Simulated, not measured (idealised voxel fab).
The process module that follows is named voxel self aligned vias.
In the cross-section labelled cut, the width is 275 nm and each square cell is 5 nm.
For the purposes of this document, a cross-section shall be understood as a grid of square cells, specified as bands listed in top-to-bottom order, each band consisting of one or more rows of cells. Basically the band line says how high the top is and how high the bottom is, in nm, and then what's in it from left to right, every material with its width in nm. Empty space shows up as "blank", and if a single material carries "edge to edge" it runs the full band edge to edge. The reference from which all heights are counted is 0, the level beneath which the as-received wafer is entirely one material; the lowest band, having no lower bound, proceeds downward and is written after the example "0 -> down". Quick explanation for "30 to 40": the width changes in equal steps down the rows of cells, from the first number in the band's top row to the second number in its bottom row. Any step labelled "all unchanged" changed none of the cells in the cross-section. "Trapped void list" enumerates empty spaces isolated from the top, with no open way to it, that contain at least 8 cells, giving each as width x height at distance from the left edge, all three in nm. On a step's line, text after the settings is the simulator commenting on that step. Among the settings permitted on a step's line is "overlay nm"; applied to a step with a mask, it specifies the extent to which the mask lay to the right of its planned position, whereas a negative figure signifies a position to the left.
THIS SECTION LISTS THE PROCESS STEPS THAT WERE PLANNED
1 RECEIVE [material Si]
2 CONFORMAL_DEP [material SiO2] [thk nm 10]
3 CONFORMAL_DEP [material SiCN] [thk nm 5]
4 DIRECTIONAL_DEP [material SiO2] [thk nm 20]
5 PATTERN [tone open] [mask id LINES] [material resist] [width nm 20] [pitch nm 65] [thk nm 15] [overlay nm 0]
6 DIRECTIONAL_ETCH [etch materials SiO2] [depth nm 20]
7 STRIP [etch materials resist]
8 CONFORMAL_DEP [material TiN] [thk nm 5]
9 FILL_DEP [material W] [thk nm 5]
10 CMP [height nm 35]
11 SELECTIVE_ETCH [etch materials W Ru TiN] [depth nm 10]
12 FILL_DEP [material SiN] [thk nm 5]
13 CMP [height nm 35]
14 DIRECTIONAL_DEP [material SiO2] [thk nm 15]
15 MASKED_ETCH [tone open] [mask id VIAS] [width nm 40] [pitch nm 65] [etch materials SiO2] [depth nm 15] [overlay nm 0]
16 MASKED_ETCH [tone open] [mask id VIAS] [width nm 40] [pitch nm 65] [etch materials SiN] [depth nm 10] [overlay nm 0]
17 CONFORMAL_DEP [material TiN] [thk nm 5]
18 FILL_DEP [material Ru] [thk nm 10]
19 CMP [height nm 50]
20 CONFORMAL_DEP [material SiN] [thk nm 5]
AS RECEIVED (POST STEP 1): CROSS-SECTION
- 0 -> down | Si edge to edge
- Trapped void list: none
RUN AS PLANNED - FIRST OF THE TWO WAFERS CROSS-SECTIONED AT THE END OF THE MODULE
- 55 -> 50 | SiN edge to edge
- 50 -> 40 | 50 SiO2; 5 TiN; 30 Ru; 5 TiN; 25 SiO2; 5 TiN; 30 Ru; 5 TiN; 25 SiO2; 5 TiN; 30 Ru; 5 TiN; 55 SiO2
- 40 -> 30 | 50 to 60 SiO2; 15 to 5 TiN; 10 Ru; 15 to 5 TiN; 25 to 45 SiO2; 15 to 5 TiN; 10 Ru; 15 to 5 TiN; 25 to 45 SiO2; 15 to 5 TiN; 10 Ru; 15 to 5 TiN; 55 to 65 SiO2
- 30 -> 25 | 60 SiO2; 20 TiN; 45 SiO2; 20 TiN; 45 SiO2; 20 TiN; 65 SiO2
- 25 -> 20 | 60 SiO2; 5 TiN; 10 W; 5 TiN; 45 SiO2; 5 TiN; 10 W; 5 TiN; 45 SiO2; 5 TiN; 10 W; 5 TiN; 65 SiO2
- 20 -> 15 | 60 SiO2; 20 TiN; 45 SiO2; 20 TiN; 45 SiO2; 20 TiN; 65 SiO2
- 15 -> 10 | SiCN edge to edge
- 10 -> 0 | SiO2 edge to edge
- 0 -> down | Si edge to edge
- Trapped void list: none
SECOND OF TWO WAFERS, MODULE COMPLETE, SECTIONED: IT SHARES THE FIRST WAFER'S START AND PLAN BUT WAS RUN WITH ONE MISTAKE
- 55 -> 50 | SiN edge to edge
- 50 -> 30 | 50 SiO2; 5 TiN; 30 Ru; 5 TiN; 25 SiO2; 5 TiN; 30 Ru; 5 TiN; 25 SiO2; 5 TiN; 30 Ru; 5 TiN; 55 SiO2
- 30 -> 25 | 50 SiO2; 40 TiN; 25 SiO2; 40 TiN; 25 SiO2; 40 TiN; 55 SiO2
- 25 -> 20 | 50 SiO2; 15 TiN; 10 W; 15 TiN; 25 SiO2; 15 TiN; 10 W; 15 TiN; 25 SiO2; 15 TiN; 10 W; 15 TiN; 55 SiO2
- 20 -> 15 | 60 SiO2; 20 TiN; 45 SiO2; 20 TiN; 45 SiO2; 20 TiN; 65 SiO2
- 15 -> 10 | SiCN edge to edge
- 10 -> 0 | SiO2 edge to edge
- 0 -> down | Si edge to edge
- Trapped void list: none
Want to know what went wrong? step 15 of the plan saw execution twice
Once processing is complete, comparing cell counts shows that the second wafer has more or fewer of certain materials than the first: Ru +24, SiO2 -36, TiN +12
